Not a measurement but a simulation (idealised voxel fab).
process module | voxel gate over fins
cross-section cut | 235 nm wide | cells 5 nm
A cross-section is a grid of square cells, given in bands from the top down. A band is one or more rows of cells.
Each band's line starts with the height of the band's top and of its bottom, in nm. Then come its materials from left to right, each with its width in nm. One material with "throughout" fills the band from edge to edge. "air" is empty space.
Height 0 is the level under which the wafer as received is all one material. The lowest band goes on downwards, as in "0 down".
A width such as "30 to 40" changes by the same amount from each row of cells to the next, from the band's top row to its bottom row.
"no change" after a step means that no cell of the cross-section changed.
closed voids: empty space of 8 cells or more with no open way to the top, each as width x height at its distance from the left edge, in nm
after a step's settings: what the simulator itself notes on the step
overlay nm, on a step with a mask: how far to the right of its planned place the mask lay; to the left if negative
plan
1 op RECEIVE | material Si
2 op CONFORMAL_DEP | material SiN | thk nm 5
3 op MASKED_ETCH | tone cover | mask id FINS | width nm 15 | pitch nm 55 | etch materials SiN | depth nm 5 | overlay nm 0
4 op MASKED_ETCH | tone cover | mask id FINS | width nm 15 | pitch nm 55 | etch materials Si | depth nm 40 | overlay nm 0
5 op OXIDIZE | depth nm 5
6 op FILL_DEP | material SiO2 | thk nm 10
7 op CMP | height nm 5
8 op PATTERN | tone open | mask id RAIL | material resist | width nm 15 | thk nm 20 | overlay nm 0
9 op DIRECTIONAL_ETCH | etch materials SiO2 | depth nm 40
10 op STRIP | etch materials resist
11 op CONFORMAL_DEP | material TiN | thk nm 5
12 op FILL_DEP | material Ru | thk nm 5
13 op CMP | height nm 5
14 op SELECTIVE_ETCH | etch materials W Ru TiN | depth nm 25
15 op FILL_DEP | material SiO2 | thk nm 5
16 op CMP | height nm 5
17 op SELECTIVE_ETCH | etch materials SiO2 | depth nm 15
18 op STRIP | etch materials SiN
19 op CONFORMAL_DEP | material HfO2 | thk nm 5
20 op CONFORMAL_DEP | material TiN | thk nm 5
21 op CONFORMAL_DEP | material TiAl | thk nm 5
22 op CONFORMAL_DEP | material TiN | thk nm 5
23 op FILL_DEP | material W | thk nm 15
24 op CMP | height nm 30
25 op CONFORMAL_DEP | material SiN | thk nm 5
first wafer, as planned
as received, after step 1
  0 down: Si throughout
  closed voids: none
after step 2
  5 to 0: SiN throughout
  below 0: unchanged
after step 3
  5 to 0: air 80 | SiN 15 | air 40 | SiN 15 | air 85
  below 0: unchanged
after step 4
  5 to 0: air 80 | SiN 15 | air 40 | SiN 15 | air 85
  0 to -40: air 80 | Si 15 | air 40 | Si 15 | air 85
  below -40: unchanged
after step 5
  5 to 0: air 80 | SiN 15 | air 40 | SiN 15 | air 85
  0 to -40: air 80 | SiO2 5 | Si 5 | SiO2 5 | air 40 | SiO2 5 | Si 5 | SiO2 5 | air 85
  -40 to -45: SiO2 85 | Si 5 | SiO2 50 | Si 5 | SiO2 90
  below -45: unchanged
after step 6
  15 to 5: SiO2 throughout
  5 to 0: SiO2 80 | SiN 15 | SiO2 40 | SiN 15 | SiO2 85
  0 to -45: SiO2 85 | Si 5 | SiO2 50 | Si 5 | SiO2 90
  below -45: unchanged
after step 7
  5 to 0: SiO2 80 | SiN 15 | SiO2 40 | SiN 15 | SiO2 85
  below 0: unchanged
after step 8
  25 to 5: resist 105 | air 15 | resist 115
  below 5: unchanged
after step 9
  25 to 5: resist 105 | air 15 | resist 115
  5 to 0: SiO2 80 | SiN 15 | SiO2 10 | air 15 | SiO2 15 | SiN 15 | SiO2 85
  0 to -35: SiO2 85 | Si 5 | SiO2 15 | air 15 | SiO2 20 | Si 5 | SiO2 90
  below -35: unchanged
after step 10
  5 to 0: SiO2 80 | SiN 15 | SiO2 10 | air 15 | SiO2 15 | SiN 15 | SiO2 85
  below 0: unchanged
after step 11
  10 to 5: TiN 110 | air 5 | TiN 120
  5 to 0: SiO2 80 | SiN 15 | SiO2 10 | TiN 5 | air 5 | TiN 5 | SiO2 15 | SiN 15 | SiO2 85
  0 to -30: SiO2 85 | Si 5 | SiO2 15 | TiN 5 | air 5 | TiN 5 | SiO2 20 | Si 5 | SiO2 90
  -30 to -35: SiO2 85 | Si 5 | SiO2 15 | TiN 15 | SiO2 20 | Si 5 | SiO2 90
  below -35: unchanged
after step 12
  15 to 10: Ru throughout
  10 to 5: TiN 110 | Ru 5 | TiN 120
  5 to 0: SiO2 80 | SiN 15 | SiO2 10 | TiN 5 | Ru 5 | TiN 5 | SiO2 15 | SiN 15 | SiO2 85
  0 to -30: SiO2 85 | Si 5 | SiO2 15 | TiN 5 | Ru 5 | TiN 5 | SiO2 20 | Si 5 | SiO2 90
  below -30: unchanged
after step 13
  5 to 0: SiO2 80 | SiN 15 | SiO2 10 | TiN 5 | Ru 5 | TiN 5 | SiO2 15 | SiN 15 | SiO2 85
  below 0: unchanged
after step 14
  5 to 0: SiO2 80 | SiN 15 | SiO2 10 | air 15 | SiO2 15 | SiN 15 | SiO2 85
  0 to -20: SiO2 85 | Si 5 | SiO2 15 | air 15 | SiO2 20 | Si 5 | SiO2 90
  below -20: unchanged
after step 15
  10 to 5: SiO2 throughout
  5 to 0: SiO2 80 | SiN 15 | SiO2 40 | SiN 15 | SiO2 85
  0 to -20: SiO2 85 | Si 5 | SiO2 50 | Si 5 | SiO2 90
  below -20: unchanged
after step 16
  5 to 0: SiO2 80 | SiN 15 | SiO2 40 | SiN 15 | SiO2 85
  below 0: unchanged
after step 17
  5 to 0: air 80 | SiN 15 | air 40 | SiN 15 | air 85
  0 to -10: air 85 | Si 5 | air 50 | Si 5 | air 90
  below -10: unchanged
after step 18
  0 to -10: air 85 | Si 5 | air 50 | Si 5 | air 90
  below -10: unchanged
after step 19
  5 to 0: air 80 | HfO2 15 | air 40 | HfO2 15 | air 85
  0 to -5: air 80 | HfO2 5 | Si 5 | HfO2 5 | air 40 | HfO2 5 | Si 5 | HfO2 5 | air 85
  -5 to -10: HfO2 85 | Si 5 | HfO2 50 | Si 5 | HfO2 90
  below -10: unchanged
after step 20
  10 to 5: air 75 | TiN 25 | air 30 | TiN 25 | air 80
  5 to 0: air 75 | TiN 5 | HfO2 15 | TiN 5 | air 30 | TiN 5 | HfO2 15 | TiN 5 | air 80
  0 to -5: TiN 80 | HfO2 5 | Si 5 | HfO2 5 | TiN 40 | HfO2 5 | Si 5 | HfO2 5 | TiN 85
  below -5: unchanged
after step 21
  15 to 10: air 70 | TiAl 35 | air 20 | TiAl 35 | air 75
  10 to 5: air 70 | TiAl 5 | TiN 25 | TiAl 5 | air 20 | TiAl 5 | TiN 25 | TiAl 5 | air 75
  5 to 0: TiAl 75 | TiN 5 | HfO2 15 | TiN 5 | TiAl 30 | TiN 5 | HfO2 15 | TiN 5 | TiAl 80
  below 0: unchanged
after step 22
  20 to 15: air 65 | TiN 45 | air 10 | TiN 45 | air 70
  15 to 10: air 65 | TiN 5 | TiAl 35 | TiN 5 | air 10 | TiN 5 | TiAl 35 | TiN 5 | air 70
  10 to 5: TiN 70 | TiAl 5 | TiN 25 | TiAl 5 | TiN 20 | TiAl 5 | TiN 25 | TiAl 5 | TiN 75
  below 5: unchanged
after step 23
  35 to 20: W throughout
  20 to 15: W 65 | TiN 45 | W 10 | TiN 45 | W 70
  15 to 10: W 65 | TiN 5 | TiAl 35 | TiN 5 | W 10 | TiN 5 | TiAl 35 | TiN 5 | W 70
  below 10: unchanged
after step 24
  30 to 20: W throughout
  below 20: unchanged
after step 25
  35 to 30: SiN throughout
  below 30: unchanged
second wafer: like start, like plan, one mistake. Through step 7 it matches the first wafer
when step 8 should have ended
  25 to 5: resist 105 | air 20 | resist 110
  below 5: unchanged
when step 9 should have ended
  25 to 5: resist 105 | air 20 | resist 110
  5 to 0: SiO2 80 | SiN 15 | SiO2 10 | air 20 | SiO2 10 | SiN 15 | SiO2 85
  0 to -35: SiO2 85 | Si 5 | SiO2 15 | air 20 | SiO2 15 | Si 5 | SiO2 90
  below -35: unchanged
when step 10 should have ended
  5 to 0: SiO2 80 | SiN 15 | SiO2 10 | air 20 | SiO2 10 | SiN 15 | SiO2 85
  below 0: unchanged
when step 11 should have ended
  10 to 5: TiN 110 | air 10 | TiN 115
  5 to 0: SiO2 80 | SiN 15 | SiO2 10 | TiN 5 | air 10 | TiN 5 | SiO2 10 | SiN 15 | SiO2 85
  0 to -30: SiO2 85 | Si 5 | SiO2 15 | TiN 5 | air 10 | TiN 5 | SiO2 15 | Si 5 | SiO2 90
  -30 to -35: SiO2 85 | Si 5 | SiO2 15 | TiN 20 | SiO2 15 | Si 5 | SiO2 90
  below -35: unchanged
when step 12 should have ended
  15 to 10: Ru throughout
  10 to 5: TiN 110 | Ru 10 | TiN 115
  5 to 0: SiO2 80 | SiN 15 | SiO2 10 | TiN 5 | Ru 10 | TiN 5 | SiO2 10 | SiN 15 | SiO2 85
  0 to -30: SiO2 85 | Si 5 | SiO2 15 | TiN 5 | Ru 10 | TiN 5 | SiO2 15 | Si 5 | SiO2 90
  below -30: unchanged
when step 13 should have ended
  5 to 0: SiO2 80 | SiN 15 | SiO2 10 | TiN 5 | Ru 10 | TiN 5 | SiO2 10 | SiN 15 | SiO2 85
  below 0: unchanged
when step 14 should have ended
  5 to 0: SiO2 80 | SiN 15 | SiO2 10 | air 20 | SiO2 10 | SiN 15 | SiO2 85
  0 to -20: SiO2 85 | Si 5 | SiO2 15 | air 20 | SiO2 15 | Si 5 | SiO2 90
  below -20: unchanged
when step 15 should have ended
  10 to 5: SiO2 throughout
  5 to 0: SiO2 80 | SiN 15 | SiO2 40 | SiN 15 | SiO2 85
  0 to -20: SiO2 85 | Si 5 | SiO2 50 | Si 5 | SiO2 90
  below -20: unchanged
when step 16 should have ended
  5 to 0: SiO2 80 | SiN 15 | SiO2 40 | SiN 15 | SiO2 85
  below 0: unchanged
when step 17 should have ended
  5 to 0: air 80 | SiN 15 | air 40 | SiN 15 | air 85
  0 to -10: air 85 | Si 5 | air 50 | Si 5 | air 90
  below -10: unchanged
when step 18 should have ended
  0 to -10: air 85 | Si 5 | air 50 | Si 5 | air 90
  below -10: unchanged
when step 19 should have ended
  5 to 0: air 80 | HfO2 15 | air 40 | HfO2 15 | air 85
  0 to -5: air 80 | HfO2 5 | Si 5 | HfO2 5 | air 40 | HfO2 5 | Si 5 | HfO2 5 | air 85
  -5 to -10: HfO2 85 | Si 5 | HfO2 50 | Si 5 | HfO2 90
  below -10: unchanged
when step 20 should have ended
  10 to 5: air 75 | TiN 25 | air 30 | TiN 25 | air 80
  5 to 0: air 75 | TiN 5 | HfO2 15 | TiN 5 | air 30 | TiN 5 | HfO2 15 | TiN 5 | air 80
  0 to -5: TiN 80 | HfO2 5 | Si 5 | HfO2 5 | TiN 40 | HfO2 5 | Si 5 | HfO2 5 | TiN 85
  below -5: unchanged
when step 21 should have ended
  15 to 10: air 70 | TiAl 35 | air 20 | TiAl 35 | air 75
  10 to 5: air 70 | TiAl 5 | TiN 25 | TiAl 5 | air 20 | TiAl 5 | TiN 25 | TiAl 5 | air 75
  5 to 0: TiAl 75 | TiN 5 | HfO2 15 | TiN 5 | TiAl 30 | TiN 5 | HfO2 15 | TiN 5 | TiAl 80
  below 0: unchanged
when step 22 should have ended
  20 to 15: air 65 | TiN 45 | air 10 | TiN 45 | air 70
  15 to 10: air 65 | TiN 5 | TiAl 35 | TiN 5 | air 10 | TiN 5 | TiAl 35 | TiN 5 | air 70
  10 to 5: TiN 70 | TiAl 5 | TiN 25 | TiAl 5 | TiN 20 | TiAl 5 | TiN 25 | TiAl 5 | TiN 75
  below 5: unchanged
when step 23 should have ended
  35 to 20: W throughout
  20 to 15: W 65 | TiN 45 | W 10 | TiN 45 | W 70
  15 to 10: W 65 | TiN 5 | TiAl 35 | TiN 5 | W 10 | TiN 5 | TiAl 35 | TiN 5 | W 70
  below 10: unchanged
when step 24 should have ended
  30 to 20: W throughout
  below 20: unchanged
when step 25 should have ended
  35 to 30: SiN throughout
  below 30: unchanged
what went wrong: step 8 ran as: op PATTERN | tone open | mask id RAIL | material resist | width nm 20 | thk nm 20 | overlay nm 0
at the end the second wafer has, in cells: 2 more of Ru | 3 fewer of SiO2 | 1 more of TiN
